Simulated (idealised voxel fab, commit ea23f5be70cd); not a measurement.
Proc. module: voxel quadruple lines
Section shown: cut. Width: 270 nm. Cell size: 5 nm, square.
If you're reading a cross-section in this doc, picture square cells in a grid; it comes to you as bands, top ones listed first down to the bottom, and a band can be one or more rows of cells.
This entry defines a band. It first specifies the height of the band's top and the height of its bottom in nm, and then specifies the band's materials from left to right, stating each material with its width in nm. The word "edge to edge" identifies a single material that fills the band from edge to edge, while the word "blank" identifies empty space.
Height reference: 0 = level under which incoming wafer is all one material. Lowest band: no bottom, runs on downward, e.g. "0 and below".
Width spec "30..40" -> top row of cells at first value, bottom row at second value, equal per-row change in between.
"changes: none" after a step means that no cell of the cross-section changed.
"Enclosed void list" - sealed voids, min. 8 cells, no opening to top; format: width x height at distance (distance from left edge; nm throughout).
Read whatever lies past the settings on a step's line as the simulator's own remark about the step.
The optional step-line setting "overlay nm" applies to steps with a mask and quantifies how far to the right of its planned location the mask lay, a negative value indicating leftward placement.

## Steps in the process plan
1) RECEIVE (material Si)
2) CONFORMAL_DEP (material SiO2; thk nm 5)
3) DIRECTIONAL_DEP (material W; thk nm 15)
4) DIRECTIONAL_DEP (material polySi; thk nm 15)
5) DIRECTIONAL_DEP (material aC; thk nm 25)
6) PATTERN (tone cover; mask id MANDREL; material resist; width nm 30; pitch nm 80; thk nm 35; overlay nm 0)
7) DIRECTIONAL_ETCH (etch materials aC; depth nm 25)
8) STRIP (etch materials resist)
9) CONFORMAL_DEP (material SiO2; thk nm 10)
10) DIRECTIONAL_ETCH (etch materials SiO2; depth nm 10)
11) STRIP (etch materials aC)
12) DIRECTIONAL_ETCH (etch materials polySi; depth nm 15)
13) STRIP (etch materials SiO2)
14) CONFORMAL_DEP (material SiCN; thk nm 10)
15) DIRECTIONAL_ETCH (etch materials SiCN; depth nm 10)
16) STRIP (etch materials polySi)
17) DIRECTIONAL_ETCH (etch materials W; depth nm 15)
18) STRIP (etch materials SiCN)

## Delivered wafer in cross-section: state after step 1
  0 and below: Si edge to edge
  Enclosed void list: none

## The plan above was carried out on the starting structure above with one mistake, and this cross-section shows the wafer at the end of the module
  20 down to 5: blank=70 / W=10 / blank=10 / W=10 / blank=10 / W=10 / blank=30 / W=10 / blank=10 / W=10 / blank=10 / W=10 / blank=70
  5 down to 0: SiO2 edge to edge
  0 and below: Si edge to edge
  Enclosed void list: none
So what did we get wrong on this run? rather than as planned, step 6 actually ran as PATTERN (tone open; mask id MANDREL; material resist; width nm 30; pitch nm 80; thk nm 35; overlay nm 0)
